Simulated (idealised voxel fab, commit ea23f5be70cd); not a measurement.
Process module in this document: voxel released beams
In the cross-section labelled cut, the width is 195 nm and each square cell is 5 nm.
Cross-section = grid of square cells, listed top down in bands; band = one or more rows.
Per band: top height and bottom height in nm, followed by the left-to-right materials and their widths in nm; "throughout" marks a single material spanning edge to edge, "air" marks empty space.
The level at which height equals 0 is the one under which the wafer, as it arrives, is entirely one material. No lower edge exists for the bottom band, which continues downward and is notated as in "0 -> down".
It should be noted that a width expressed as "30->40" varies in equal increments from row to row of cells within the band, taking the value of the first number at the top row and that of the second number at the bottom row.
Any step labelled "nothing was modified" changed none of the cells in the cross-section.
What "Non-vented voids" gives you is every empty space of 8 cells or more that is cut off from the top. Each appears as width x height at distance, with the distance taken from the left edge and width, height and distance all in nm.
Note: text after step settings on the step line = simulator remark on that step.
What "overlay nm" on a step's line means: if the step has a mask, that mask lay this far to the right of its planned place, or, when the value is negative, to the left.
-- This section lists the process steps that were planned
1. RECEIVE: material Si
2. CONFORMAL_DEP: material Al2O3, thk nm 10
3. DIRECTIONAL_DEP: material SiO2, thk nm 15
4. DIRECTIONAL_DEP: material aC, thk nm 10
5. PATTERN: tone open, mask id ANCHOR, material resist, width nm 40, thk nm 30, overlay nm 0
6. DIRECTIONAL_ETCH: etch materials aC, depth nm 10
7. STRIP: etch materials resist
8. DIRECTIONAL_ETCH: etch materials SiO2, depth nm 15
9. STRIP: etch materials aC
10. CONFORMAL_DEP: material SiN, thk nm 15
11. MASKED_ETCH: tone cover, mask id BEAM, width nm 85, etch materials SiN, depth nm 15, overlay nm 0
12. STRIP: etch materials SiO2
-- Wafer as received: cross-section following step 1
  0 -> down | Si throughout
  Non-vented voids: none
-- Wafer cross-section at end of module: start and plan as shown above, one execution error
  30 -> 25 | air: 50 / SiN: 20 / air: 10 / SiN: 55 / air: 60
  25 -> 15 | air: 50 / SiN: 85 / air: 60
  15 -> 10 | air: 55 / SiN: 40 / air: 100
  10 -> 0 | Al2O3 throughout
  0 -> down | Si throughout
  Non-vented voids: none
Against the plan, the run slipped here: step 3 deviated from plan and actually ran as DIRECTIONAL_DEP: material SiO2, thk nm 5
